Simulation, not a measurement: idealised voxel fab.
The process module presented herein is designated voxel gate over fins.
FYI the section here is cut, 210 nm wide, cells are 5 nm squares.
In what follows, cross-sections appear as grids of square cells, described through bands that run from the top down, where every band is one or more rows of cells.
In this notation a band is specified by the heights of its top and bottom, in that order and in nm, after which its materials appear from left to right, each paired with its width in nm. The word "throughout" attached to a single material means that material fills the band from edge to edge; the word "air" stands for empty space.
Height is counted from the level 0, under which the received wafer is composed throughout of one material. The lowest of the bands is not closed at the bottom but continues downward, in the notation "0 and below".
The notation "30..40" denotes a width that varies across the rows of cells in the band, beginning at the first number in the top row, finishing at the second number in the bottom row, and changing by an identical amount from each row to the next.
"no change" means the step left every cell of the cross-section as it was.
The list in "Closed void listing" covers empty spaces of 8 cells or more that cannot reach the top through any open way, and it gives each as width x height at distance; the distance is from the left edge, and width, height and distance are in nm.
Where a step's line continues beyond its settings, the continuation is a remark by the simulator itself on that step.
overlay nm, on a step with a mask: how far to the right of its planned place the mask lay; to the left if negative
## Planned step list for the process
1: RECEIVE [material Si]
2: CONFORMAL_DEP [material SiN] [thk nm 5]
3: DIRECTIONAL_DEP [material aC] [thk nm 10]
4: PATTERN [tone cover] [mask id FINS] [material resist] [width nm 15] [pitch nm 40] [thk nm 30] [overlay nm -15]
5: DIRECTIONAL_ETCH [etch materials aC] [depth nm 10]
6: STRIP [etch materials resist]
7: DIRECTIONAL_ETCH [etch materials SiN] [depth nm 5]
8: DIRECTIONAL_ETCH [etch materials Si] [depth nm 40]
9: STRIP [etch materials aC]
10: OXIDIZE [depth nm 5]
11: FILL_DEP [material SiO2] [thk nm 10]
12: CMP [height nm 5]
13: SELECTIVE_ETCH [etch materials SiO2] [depth nm 20]
14: STRIP [etch materials SiN]
15: CONFORMAL_DEP [material HfO2] [thk nm 5]
16: CONFORMAL_DEP [material TiN] [thk nm 5]
17: CONFORMAL_DEP [material TiAl] [thk nm 5]
18: CONFORMAL_DEP [material TiN] [thk nm 5]
19: FILL_DEP [material W] [thk nm 10]
20: CMP [height nm 25]
21: CONFORMAL_DEP [material SiN] [thk nm 10]
Across this set of wafers, the varied parameter is the overlay nm of step 4. Starting conditions are identical for every wafer, and the plan reports the value assigned to the first wafer.
## Received condition of the first of several wafers, sectioned: post-step 1
* 0 and below | Si throughout
* Closed void listing: none
## The table below has one row for each wafer; a row shows, as of the end of the module, how many cells of each material the wafer has gained, marked (+), or lost, marked (-), since it was received, and then the wafer's closed voids
overlay nm -15, +54 HfO2, -360 Si, +84 SiN, +240 SiO2, +54 TiAl, +105 TiN, +117 W, Closed void listing: none
overlay nm -10, +54 HfO2, -360 Si, +84 SiN, +240 SiO2, +54 TiAl, +105 TiN, +117 W, Closed void listing: none
overlay nm -5, +54 HfO2, -360 Si, +84 SiN, +240 SiO2, +54 TiAl, +105 TiN, +117 W, Closed void listing: none
overlay nm 0, +54 HfO2, -360 Si, +84 SiN, +240 SiO2, +54 TiAl, +105 TiN, +117 W, Closed void listing: none
overlay nm 5, +54 HfO2, -360 Si, +84 SiN, +240 SiO2, +54 TiAl, +105 TiN, +117 W, Closed void listing: none
overlay nm 10, +54 HfO2, -360 Si, +84 SiN, +240 SiO2, +54 TiAl, +105 TiN, +117 W, Closed void listing: none
overlay nm 15, +54 HfO2, -360 Si, +84 SiN, +240 SiO2, +54 TiAl, +105 TiN, +117 W, Closed void listing: none
